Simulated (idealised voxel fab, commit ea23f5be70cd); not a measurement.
Title: Process Module voxel lift off
For reference, the cross-section in this document is cut, with width 190 nm and square cells of 5 nm.
If you're reading a cross-section in this doc, picture square cells in a grid; it comes to you as bands, top ones listed first down to the bottom, and a band can be one or more rows of cells.
Heads up on the band format: heights come first, top then bottom, in nm. After that it's the materials left to right, each with its width in nm. A single material flagged "all across" fills the whole band edge to edge, and "empty" means there's empty space there.
Heights from 0 (as-received wafer is one material below). Bottom band endless downward, as "0..down".
A width such as "30 to 40" changes by the same amount from each row of cells to the next, from the band's top row to its bottom row.
Basically "identical to before" means that step didn't change any cell in the cross-section.
Closed empty spaces (no open way to the top) of 8 cells or more are what "closed voids" lists, each as width x height at distance from the left edge, nm for all three.
Post-settings text on a step line: simulator's own remark regarding the step.
Each step line may optionally specify "overlay nm", which for a step with a mask gives the rightward distance between the mask's planned place and where it lay, a negative value indicating the leftward direction.

# Here's what the planned process steps look like
step 1: RECEIVE with material Si
step 2: CONFORMAL_DEP with material SiN, thk nm 15
step 3: PATTERN with tone open, mask id LINES, material resist, width nm 25, pitch nm 55, thk nm 20, overlay nm 0
step 4: DIRECTIONAL_DEP with material Ru, thk nm 5
step 5: STRIP with etch materials resist
step 6: CONFORMAL_DEP with material SiCN, thk nm 5

# Cross-section: wafer on arrival = after step 1
  0..down = Si all across
  closed voids: none

# Final wafer profile in cross-section after the module, from the same start and plan as above, with one mistake made during processing
  15..10 = empty=20; SiCN=35; empty=20; SiCN=35; empty=20; SiCN=35; empty=25
  10..5 = SiCN=25; Ru=25; SiCN=30; Ru=25; SiCN=30; Ru=25; SiCN=30
  5..0 = SiN all across
  0..down = Si all across
  closed voids: none
what went wrong: step 2 ran with different settings than intended, the actual operation and settings being CONFORMAL_DEP with material SiN, thk nm 5
